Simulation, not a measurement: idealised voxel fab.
Module name: voxel wiring stack (process module)
Xsec cut, 195 nm wide, square cell size 5 nm.
We lay out every cross-section as a grid of square cells and spell it out in bands from the top down, where one band means one or more rows of cells. This entry defines a band. It first specifies the height of the band's top and the height of its bottom in nm, and then specifies the band's materials from left to right, stating each material with its width in nm. The word "all across" identifies a single material that fills the band from edge to edge, while the word "blank" identifies empty space. A quick word on heights: they are counted from 0, and under that level the wafer as it came to us is one material throughout. The lowest band is different from the rest in having no bottom; it simply continues downward, written as in "from 0 down". Graded width ("30..40"): value in top row of band = first number; value in bottom row = second number; row-to-row change constant. For the purposes of this document, the phrase "nothing different" attached to a step denotes that no cell within the cross-section was modified by that step. Look at "Fully sealed voids" for the closed voids: empty spaces with no open path to the top, sized 8 cells or up. Each is width x height at distance, distance from the left edge, all nm. On each step's line, the part that comes after the settings is the simulator's own comment on the step. When a step includes a mask, the "overlay nm" setting on its line states how far to the right of its planned place that mask lay, and negative values state how far to the left.

PLAN
step 1: RECEIVE with material Si
step 2: CONFORMAL_DEP with material SiO2, thk nm 10
step 3: DIRECTIONAL_DEP with material TiN, thk nm 5
step 4: DIRECTIONAL_DEP with material W, thk nm 20
step 5: MASKED_ETCH with tone cover, mask id METAL_1, width nm 25, pitch nm 40, etch materials W, depth nm 20, overlay nm 0
step 6: MASKED_ETCH with tone cover, mask id METAL_1, width nm 25, pitch nm 40, etch materials TiN, depth nm 5, overlay nm 0
step 7: CONFORMAL_DEP with material SiN, thk nm 5
step 8: FILL_DEP with material lowk, thk nm 5
step 9: CMP with height nm 35
step 10: CONFORMAL_DEP with material SiCN, thk nm 5
step 11: DIRECTIONAL_DEP with material lowk, thk nm 15
step 12: MASKED_ETCH with tone open, mask id PLUG_1, width nm 15, pitch nm 40, etch materials lowk, depth nm 15, overlay nm 0
step 13: MASKED_ETCH with tone open, mask id PLUG_1, width nm 15, pitch nm 40, etch materials SiCN, depth nm 5, overlay nm 0
step 14: EPI with material Ru, thk nm 10
step 15: EPI with material Ru, thk nm 10
step 16: CONFORMAL_DEP with material SiCN, thk nm 5
step 17: DIRECTIONAL_DEP with material SiO2, thk nm 20
step 18: PATTERN with tone open, mask id METAL_2, material resist, width nm 25, pitch nm 40, thk nm 20, overlay nm 0
step 19: DIRECTIONAL_ETCH with etch materials SiO2, depth nm 20
step 20: DIRECTIONAL_ETCH with etch materials SiCN, depth nm 5
step 21: STRIP with etch materials resist
step 22: CONFORMAL_DEP with material TiN, thk nm 5
step 23: FILL_DEP with material Ru, thk nm 5
step 24: CMP with height nm 80
step 25: CONFORMAL_DEP with material SiCN, thk nm 5

CROSS-SECTION OF THE WAFER AS IT CAME TO US, I.E., ALREADY THROUGH STEP 1
	from 0 down: Si all across
	Fully sealed voids: none

FIRST OF TWO WAFERS, END-OF-MODULE SECTION, RUN FOLLOWED PLAN
	from 85 to 80: SiCN all across
	from 80 to 60: SiO2 (25) | TiN (5) | Ru (15) | TiN (5) | SiO2 (15) | TiN (5) | Ru (15) | TiN (5) | SiO2 (15) | TiN (5) | Ru (15) | TiN (5) | SiO2 (15) | TiN (5) | Ru (15) | TiN (5) | SiO2 (25)
	from 60 to 55: SiCN (25) | TiN (25) | SiCN (15) | TiN (25) | SiCN (15) | TiN (25) | SiCN (15) | TiN (25) | SiCN (25)
	from 55 to 40: lowk (25) | Ru (15) | lowk (25) | Ru (15) | lowk (25) | Ru (15) | lowk (25) | Ru (15) | lowk (35)
	from 40 to 35: SiCN (25) | Ru (15) | SiCN (25) | Ru (15) | SiCN (25) | Ru (15) | SiCN (25) | Ru (15) | SiCN (35)
	from 35 to 15: lowk (20) | SiN (5) | W (25) | SiN (5) | lowk (5) | SiN (5) | W (25) | SiN (5) | lowk (5) | SiN (5) | W (25) | SiN (5) | lowk (5) | SiN (5) | W (25) | SiN (5) | lowk (20)
	from 15 to 10: SiN (25) | TiN (25) | SiN (15) | TiN (25) | SiN (15) | TiN (25) | SiN (15) | TiN (25) | SiN (25)
	from 10 to 0: SiO2 all across
	from 0 down: Si all across
	Fully sealed voids: none

MODULE END: CROSS-SECTION OF WAFER TWO OF TWO. SAME START AND PROCESS PLAN AS THE FIRST WAFER. ONE MISTAKE DURING EXECUTION
	from 85 to 80: SiCN all across
	from 80 to 60: SiO2 (25) | TiN (5) | Ru (15) | TiN (5) | SiO2 (15) | TiN (5) | Ru (15) | TiN (5) | SiO2 (15) | TiN (5) | Ru (15) | TiN (5) | SiO2 (15) | TiN (5) | Ru (15) | TiN (5) | SiO2 (25)
	from 60 to 55: SiCN (25) | TiN (25) | SiCN (15) | TiN (25) | SiCN (15) | TiN (25) | SiCN (15) | TiN (25) | SiCN (25)
	from 55 to 40: lowk (25) | Ru (15) | lowk (25) | Ru (15) | lowk (25) | Ru (15) | lowk (25) | Ru (15) | lowk (35)
	from 40 to 35: SiCN (25) | Ru (15) | SiCN (25) | Ru (15) | SiCN (25) | Ru (15) | SiCN (25) | Ru (15) | SiCN (35)
	from 35 to 20: lowk (20) | SiN (5) | W (25) | SiN (5) | lowk (5) | SiN (5) | W (25) | SiN (5) | lowk (5) | SiN (5) | W (25) | SiN (5) | lowk (5) | SiN (5) | W (25) | SiN (5) | lowk (20)
	from 20 to 15: SiN (25) | W (25) | SiN (15) | W (25) | SiN (15) | W (25) | SiN (15) | W (25) | SiN (25)
	from 15 to 5: SiO2 all across
	from 5 to 0: TiN all across
	from 0 down: Si all across
	Fully sealed voids: none
What broke from the plan during processing? plan vs actual: 2 and 3 interchanged
Cell-count delta at end, second wafer over first, by material: -8 SiN | +19 TiN | -11 lowk
